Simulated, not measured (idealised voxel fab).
Process module, titled voxel released beams
For reference, the cross-section in this document is cut, with width 185 nm and square cells of 5 nm.
The cross-sections in this document take the form of a grid made of square cells. They are written out as bands, in order from top to bottom. Each band consists of one or more rows of cells.
Heights first: top, then bottom, in nm. Then materials, left to right, each with a width in nm. "full width" on a single material: fills the band edge to edge. "air": empty space.
Height reference: 0 = level under which incoming wafer is all one material. Lowest band: no bottom, runs on downward, e.g. "0 and below".
The width entry "30 to 40" should be interpreted row by row: the top row of cells in the band takes the first number, the bottom row takes the second number, and the change between adjacent rows is uniform throughout.
"left unchanged" -> step changed no cross-section cell.
Voids not open to the top, 8 cells minimum: see "Sealed void list". Written width x height at distance; distance is from the left edge; nm.
Text after the settings on a step's line: the simulator's own remark on that step.
When a step includes a mask, the "overlay nm" setting on its line states how far to the right of its planned place that mask lay, and negative values state how far to the left.
# The following list gives the planned process steps
| 1 | RECEIVE [material Si] |
| 2 | CONFORMAL_DEP [material Al2O3] [thk nm 10] |
| 3 | DIRECTIONAL_DEP [material SiO2] [thk nm 15] |
| 4 | DIRECTIONAL_DEP [material aC] [thk nm 15] |
| 5 | PATTERN [tone open] [mask id ANCHOR] [material resist] [width nm 40] [thk nm 35] [overlay nm 0] |
| 6 | DIRECTIONAL_ETCH [etch materials aC] [depth nm 15] |
| 7 | STRIP [etch materials resist] |
| 8 | DIRECTIONAL_ETCH [etch materials SiO2] [depth nm 15] |
| 9 | STRIP [etch materials aC] |
| 10 | CONFORMAL_DEP [material W] [thk nm 15] |
| 11 | MASKED_ETCH [tone cover] [mask id BEAM] [width nm 105] [etch materials W] [depth nm 15] [overlay nm 0] |
| 12 | STRIP [etch materials SiO2] |
# What follows covers the first of two wafers; it ran as planned
# Wafer at receipt (post step 1), cross-section
  0 and below = Si full width
  Sealed void list: none
# State of the wafer after step 2, shown in cross-section
  10 down to 0 = Al2O3 full width
  All layers under 0 are left as they were.
# State of the wafer after step 3, shown in cross-section
  25 down to 10 = SiO2 full width
  All layers under 10 are left as they were.
# State of the wafer after step 4, shown in cross-section
  40 down to 25 = aC full width
  All layers under 25 are left as they were.
# State of the wafer after step 5, shown in cross-section
  75 down to 40 = resist=40 / air=40 / resist=105
  All layers under 40 are left as they were.
# State of the wafer after step 6, shown in cross-section
  60 down to 40 = resist=40 / air=40 / resist=105
  40 down to 25 = aC=40 / air=40 / aC=105
  All layers under 25 are left as they were.
# State of the wafer after step 7, shown in cross-section
  40 down to 25 = aC=40 / air=40 / aC=105
  All layers under 25 are left as they were.
# State of the wafer after step 8, shown in cross-section
  40 down to 25 = aC=40 / air=40 / aC=105
  25 down to 10 = SiO2=40 / air=40 / SiO2=105
  All layers under 10 are left as they were.
# State of the wafer after step 9, shown in cross-section
  25 down to 10 = SiO2=40 / air=40 / SiO2=105
  All layers under 10 are left as they were.
# State of the wafer after step 10, shown in cross-section
  40 down to 25 = W=55 / air=10 / W=120
  25 down to 10 = SiO2=40 / W=40 / SiO2=105
  All layers under 10 are left as they were.
# State of the wafer after step 11, shown in cross-section
  40 down to 25 = air=35 / W=20 / air=10 / W=75 / air=45
  All layers under 25 are left as they were.
# State of the wafer after step 12, shown in cross-section
  40 down to 25 = air=35 / W=20 / air=10 / W=75 / air=45
  25 down to 10 = air=40 / W=40 / air=105
  All layers under 10 are left as they were.
# Companion wafer, the second of two: same beginning, same intended sequence, one mistake in carrying it out; through step 1 inclusive it tracks the first exactly
# Second wafer, section view, time point: scheduled end of step 2
  10 down to 0 = SiO2 full width
  All layers under 0 are left as they were.
# Second wafer, section view, time point: scheduled end of step 3
  25 down to 0 = SiO2 full width
  All layers under 0 are left as they were.
# Second wafer, section view, time point: scheduled end of step 4
  40 down to 25 = aC full width
  All layers under 25 are left as they were.
# Second wafer, section view, time point: scheduled end of step 5
  75 down to 40 = resist=40 / air=40 / resist=105
  All layers under 40 are left as they were.
# Second wafer, section view, time point: scheduled end of step 6
  60 down to 40 = resist=40 / air=40 / resist=105
  40 down to 25 = aC=40 / air=40 / aC=105
  All layers under 25 are left as they were.
# Second wafer, section view, time point: scheduled end of step 7
  40 down to 25 = aC=40 / air=40 / aC=105
  All layers under 25 are left as they were.
# Second wafer, section view, time point: scheduled end of step 8
  40 down to 25 = aC=40 / air=40 / aC=105
  25 down to 10 = SiO2=40 / air=40 / SiO2=105
  All layers under 10 are left as they were.
# Second wafer, section view, time point: scheduled end of step 9
  25 down to 10 = SiO2=40 / air=40 / SiO2=105
  All layers under 10 are left as they were.
# Second wafer, section view, time point: scheduled end of step 10
  40 down to 25 = W=55 / air=10 / W=120
  25 down to 10 = SiO2=40 / W=40 / SiO2=105
  All layers under 10 are left as they were.
# Second wafer, section view, time point: scheduled end of step 11
  40 down to 25 = air=35 / W=20 / air=10 / W=75 / air=45
  All layers under 25 are left as they were.
# Second wafer, section view, time point: scheduled end of step 12
  0 and below = Si full width
Processing error: in deviation from the planned setting, step 2 was conducted as CONFORMAL_DEP [material SiO2] [thk nm 10]
Counted in cells at the end, the second wafer holds more or fewer of these materials than the first: Al2O3 -74, W -81
